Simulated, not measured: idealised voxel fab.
The following is a process module called voxel ribs on slabs.
Section cut is 295 nm wide and gridded with 5 nm square cells.
Think of the cross-section as a grid of square cells. We describe it in bands, top to bottom, and each band covers one or more rows of those cells. Within each band entry, the heights of the top and of the bottom of the band appear first, in that order and in nm; the materials of the band then follow from left to right, each with its corresponding width in nm. The designation "everywhere" on a single material indicates that it fills the band from edge to edge; the designation "empty" indicates empty space. Heads up on the height convention: 0 is the point under which the incoming wafer is all one material, and the lowest band has no bottom, it just keeps going down, like "0 and below". Think of "30..40" as a width that walks from the first number to the second as you go down the band, top row to bottom row, taking equal-sized steps from row to row. No cell of the cross-section changed in a step that is given as "nothing different". "Closed internal voids" means: voids of 8 cells or more that are shut off from the top with no open way through. Written width x height at distance, distance from the left edge, in nm. Read whatever lies past the settings on a step's line as the simulator's own remark about the step. "overlay nm" on a masked step: distance the mask lay right of its planned place, negative for left.
**The steps planned for the process are as follows**
1) RECEIVE: material Si
2) DIRECTIONAL_DEP: material SiO2, thk nm 20
3) DIRECTIONAL_DEP: material SiN, thk nm 15
4) MASKED_ETCH: tone cover, mask id RIB, width nm 20, etch materials SiN, depth nm 5, overlay nm 0
5) DIRECTIONAL_DEP: material aC, thk nm 15
6) PATTERN: tone cover, mask id SLAB, material resist, width nm 50, thk nm 30, overlay nm 0
7) DIRECTIONAL_ETCH: etch materials aC, depth nm 15
8) STRIP: etch materials resist
9) DIRECTIONAL_ETCH: etch materials SiN, depth nm 10
10) STRIP: etch materials aC
11) FILL_DEP: material SiO2, thk nm 20
12) CMP: height nm 45
13) DIRECTIONAL_DEP: material TiN, thk nm 5
14) PATTERN: tone cover, mask id HEATER, material resist, width nm 30, thk nm 15, overlay nm 0
15) DIRECTIONAL_ETCH: etch materials TiN, depth nm 5
16) STRIP: etch materials resist
17) CONFORMAL_DEP: material SiO2, thk nm 10
**Cross-sectional view of the wafer in its as-received condition, corresponding to the state after step 1**
* 0 and below | Si everywhere
* Closed internal voids: none
**Cross-section taken at module completion on the first of two wafers; processed per the plan**
* 60 down to 55 | empty 120 nm / SiO2 50 nm / empty 125 nm
* 55 down to 50 | SiO2 everywhere
* 50 down to 45 | SiO2 130 nm / TiN 30 nm / SiO2 135 nm
* 45 down to 35 | SiO2 everywhere
* 35 down to 30 | SiO2 135 nm / SiN 20 nm / SiO2 140 nm
* 30 down to 20 | SiO2 120 nm / SiN 50 nm / SiO2 125 nm
* 20 down to 0 | SiO2 everywhere
* 0 and below | Si everywhere
* Closed internal voids: none
**Wafer two, end of module, cross-section. Same start, same plan as wafer one. One mistake in the run**
* 60 down to 55 | empty 120 nm / SiO2 50 nm / empty 125 nm
* 55 down to 50 | SiO2 everywhere
* 50 down to 45 | SiO2 130 nm / TiN 30 nm / SiO2 135 nm
* 45 down to 0 | SiO2 everywhere
* 0 and below | Si everywhere
* Closed internal voids: none
The mistake made against the process plan was this: step 3 did not use the planned setting and instead ran as DIRECTIONAL_DEP: material SiO2, thk nm 15
Final difference in cells, second wafer against first, listed per material as more or fewer: 24 fewer of SiN, 24 more of SiO2
